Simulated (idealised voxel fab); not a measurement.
process module | voxel wiring stack
cross-section cut | 205 nm wide | cells 5 nm
A cross-section is a grid of square cells, given in bands from the top down. A band is one or more rows of cells.
Each band's line starts with the height of the band's top and of its bottom, in nm. Then come its materials from left to right, each with its width in nm. One material with "throughout" fills the band from edge to edge. "air" is empty space.
Height 0 is the level under which the wafer as received is all one material. The lowest band goes on downwards, as in "0 down".
A width such as "30 to 40" changes by the same amount from each row of cells to the next, from the band's top row to its bottom row.
"no change" after a step means that no cell of the cross-section changed.
closed voids: empty space of 8 cells or more with no open way to the top, each as width x height at its distance from the left edge, in nm
after a step's settings: what the simulator itself notes on the step
overlay nm, on a step with a mask: how far to the right of its planned place the mask lay; to the left if negative
plan
1 op RECEIVE | material Si
2 op CONFORMAL_DEP | material SiO2 | thk nm 10
3 op DIRECTIONAL_DEP | material TiN | thk nm 5
4 op DIRECTIONAL_DEP | material W | thk nm 20
5 op DIRECTIONAL_DEP | material aC | thk nm 15
6 op PATTERN | tone cover | mask id METAL_1 | material resist | width nm 30 | pitch nm 50 | thk nm 35 | overlay nm 0
7 op DIRECTIONAL_ETCH | etch materials aC | depth nm 15
8 op STRIP | etch materials resist
9 op DIRECTIONAL_ETCH | etch materials W | depth nm 20
10 op DIRECTIONAL_ETCH | etch materials TiN | depth nm 5
11 op STRIP | etch materials aC
12 op FILL_DEP | material lowk | thk nm 5
13 op CMP | height nm 35
14 op CONFORMAL_DEP | material SiCN | thk nm 5
15 op DIRECTIONAL_DEP | material lowk | thk nm 25
16 op MASKED_ETCH | tone open | mask id METAL_2_HOLES | width nm 15 | pitch nm 50 | etch materials lowk | depth nm 25 | overlay nm 0
17 op MASKED_ETCH | tone open | mask id METAL_2 | width nm 30 | pitch nm 50 | etch materials lowk | depth nm 15 | overlay nm 0
18 op MASKED_ETCH | tone open | mask id METAL_2 | width nm 30 | pitch nm 50 | etch materials SiCN | depth nm 5 | overlay nm 0
19 op CONFORMAL_DEP | material TiN | thk nm 5
20 op FILL_DEP | material Cu | thk nm 5
21 op CMP | height nm 65
22 op CONFORMAL_DEP | material SiN | thk nm 5
first wafer, as planned
as received, after step 1
  0 down: Si throughout
  closed voids: none
after step 2
  10 to 0: SiO2 throughout
  below 0: unchanged
after step 3
  15 to 10: TiN throughout
  below 10: unchanged
after step 4
  35 to 15: W throughout
  below 15: unchanged
after step 5
  50 to 35: aC throughout
  below 35: unchanged
after step 6
  85 to 50: air 60 | resist 30 | air 20 | resist 30 | air 65
  below 50: unchanged
after step 7
  70 to 50: air 60 | resist 30 | air 20 | resist 30 | air 65
  50 to 35: air 60 | aC 30 | air 20 | aC 30 | air 65
  below 35: unchanged
after step 8
  50 to 35: air 60 | aC 30 | air 20 | aC 30 | air 65
  below 35: unchanged
after step 9
  50 to 35: air 60 | aC 30 | air 20 | aC 30 | air 65
  35 to 15: air 60 | W 30 | air 20 | W 30 | air 65
  below 15: unchanged
after step 10
  50 to 35: air 60 | aC 30 | air 20 | aC 30 | air 65
  35 to 15: air 60 | W 30 | air 20 | W 30 | air 65
  15 to 10: air 60 | TiN 30 | air 20 | TiN 30 | air 65
  below 10: unchanged
after step 11
  35 to 15: air 60 | W 30 | air 20 | W 30 | air 65
  below 15: unchanged
after step 12
  40 to 35: lowk throughout
  35 to 15: lowk 60 | W 30 | lowk 20 | W 30 | lowk 65
  15 to 10: lowk 60 | TiN 30 | lowk 20 | TiN 30 | lowk 65
  below 10: unchanged
after step 13
  35 to 15: lowk 60 | W 30 | lowk 20 | W 30 | lowk 65
  below 15: unchanged
after step 14
  40 to 35: SiCN throughout
  below 35: unchanged
after step 15
  65 to 40: lowk throughout
  below 40: unchanged
after step 16
  65 to 40: lowk 60 | air 15 | lowk 35 | air 15 | lowk 80
  below 40: unchanged
after step 17
  65 to 50: lowk 60 | air 30 | lowk 20 | air 30 | lowk 65
  below 50: unchanged
after step 18
  65 to 50: lowk 60 | air 30 | lowk 20 | air 30 | lowk 65
  50 to 40: lowk 60 | air 15 | lowk 35 | air 15 | lowk 80
  40 to 35: SiCN 60 | air 15 | SiCN 35 | air 15 | SiCN 80
  below 35: unchanged
after step 19
  70 to 65: TiN 65 | air 20 | TiN 30 | air 20 | TiN 70
  65 to 55: lowk 60 | TiN 5 | air 20 | TiN 5 | lowk 20 | TiN 5 | air 20 | TiN 5 | lowk 65
  55 to 50: lowk 60 | TiN 5 | air 5 | TiN 20 | lowk 20 | TiN 5 | air 5 | TiN 20 | lowk 65
  50 to 40: lowk 60 | TiN 5 | air 5 | TiN 5 | lowk 35 | TiN 5 | air 5 | TiN 5 | lowk 80
  40 to 35: SiCN 60 | TiN 15 | SiCN 35 | TiN 15 | SiCN 80
  below 35: unchanged
after step 20
  75 to 70: Cu throughout
  70 to 65: TiN 65 | Cu 20 | TiN 30 | Cu 20 | TiN 70
  65 to 55: lowk 60 | TiN 5 | Cu 20 | TiN 5 | lowk 20 | TiN 5 | Cu 20 | TiN 5 | lowk 65
  55 to 50: lowk 60 | TiN 5 | Cu 5 | TiN 20 | lowk 20 | TiN 5 | Cu 5 | TiN 20 | lowk 65
  50 to 40: lowk 60 | TiN 5 | Cu 5 | TiN 5 | lowk 35 | TiN 5 | Cu 5 | TiN 5 | lowk 80
  below 40: unchanged
after step 21
  65 to 55: lowk 60 | TiN 5 | Cu 20 | TiN 5 | lowk 20 | TiN 5 | Cu 20 | TiN 5 | lowk 65
  below 55: unchanged
after step 22
  70 to 65: SiN throughout
  below 65: unchanged
second wafer: like start, like plan, one mistake. Through step 13 it matches the first wafer
when step 14 should have ended
  40 to 35: aC throughout
  below 35: unchanged
when step 15 should have ended
  65 to 40: lowk throughout
  below 40: unchanged
when step 16 should have ended
  65 to 40: lowk 60 | air 15 | lowk 35 | air 15 | lowk 80
  below 40: unchanged
when step 17 should have ended
  65 to 50: lowk 60 | air 30 | lowk 20 | air 30 | lowk 65
  below 50: unchanged
when step 18 should have ended: no change
when step 19 should have ended
  70 to 65: TiN 65 | air 20 | TiN 30 | air 20 | TiN 70
  65 to 55: lowk 60 | TiN 5 | air 20 | TiN 5 | lowk 20 | TiN 5 | air 20 | TiN 5 | lowk 65
  55 to 45: lowk 60 | TiN 5 | air 5 | TiN 20 to 5 | lowk 20 to 35 | TiN 5 | air 5 | TiN 20 to 5 | lowk 65 to 80
  45 to 40: lowk 60 | TiN 15 | lowk 35 | TiN 15 | lowk 80
  below 40: unchanged
when step 20 should have ended
  75 to 70: Cu throughout
  70 to 65: TiN 65 | Cu 20 | TiN 30 | Cu 20 | TiN 70
  65 to 55: lowk 60 | TiN 5 | Cu 20 | TiN 5 | lowk 20 | TiN 5 | Cu 20 | TiN 5 | lowk 65
  55 to 45: lowk 60 | TiN 5 | Cu 5 | TiN 20 to 5 | lowk 20 to 35 | TiN 5 | Cu 5 | TiN 20 to 5 | lowk 65 to 80
  below 45: unchanged
when step 21 should have ended
  65 to 55: lowk 60 | TiN 5 | Cu 20 | TiN 5 | lowk 20 | TiN 5 | Cu 20 | TiN 5 | lowk 65
  below 55: unchanged
when step 22 should have ended
  70 to 65: SiN throughout
  below 65: unchanged
what went wrong: step 14 ran as: op CONFORMAL_DEP | material aC | thk nm 5
at the end the second wafer has, in cells: 2 fewer of Cu | 35 fewer of SiCN | 4 fewer of TiN | 41 more of aC
